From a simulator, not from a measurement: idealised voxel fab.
process module | voxel released beams
cross-section cut | 250 nm wide | cells 5 nm
A cross-section is a grid of square cells, given in bands from the top down. A band is one or more rows of cells.
Each band's line starts with the height of the band's top and of its bottom, in nm. Then come its materials from left to right, each with its width in nm. One material with "throughout" fills the band from edge to edge. "air" is empty space.
Height 0 is the level under which the wafer as received is all one material. The lowest band goes on downwards, as in "0 down".
A width such as "30 to 40" changes by the same amount from each row of cells to the next, from the band's top row to its bottom row.
"no change" after a step means that no cell of the cross-section changed.
closed voids: empty space of 8 cells or more with no open way to the top, each as width x height at its distance from the left edge, in nm
after a step's settings: what the simulator itself notes on the step
overlay nm, on a step with a mask: how far to the right of its planned place the mask lay; to the left if negative
plan
1 op RECEIVE | material Si
2 op CONFORMAL_DEP | material SiN | thk nm 10
3 op DIRECTIONAL_DEP | material SiO2 | thk nm 10
4 op PATTERN | tone open | mask id ANCHOR | material resist | width nm 25 | thk nm 15 | overlay nm 0
5 op DIRECTIONAL_ETCH | etch materials SiO2 | depth nm 10
6 op STRIP | etch materials resist
7 op CONFORMAL_DEP | material polySi | thk nm 10
8 op PATTERN | tone cover | mask id BEAM | material resist | width nm 100 | thk nm 20 | overlay nm 0
9 op DIRECTIONAL_ETCH | etch materials polySi | depth nm 10
10 op STRIP | etch materials resist
11 op STRIP | etch materials SiO2
as received, after step 1
  0 down: Si throughout
  closed voids: none
first wafer at the end, as planned
  30 to 20: air 70 | polySi 15 | air 5 | polySi 80 | air 80
  20 to 10: air 75 | polySi 25 | air 150
  10 to 0: SiN throughout
  0 down: Si throughout
  closed voids: none
second wafer at the end: like start, like plan, one mistake
  20 to 10: air 70 | polySi 15 | air 5 | polySi 80 | air 80
  10 to 0: air 75 | polySi 25 | air 150
  0 down: Si throughout
  closed voids: none
what went wrong: step 2 was left out
at the end the second wafer has, in cells: 100 fewer of SiN
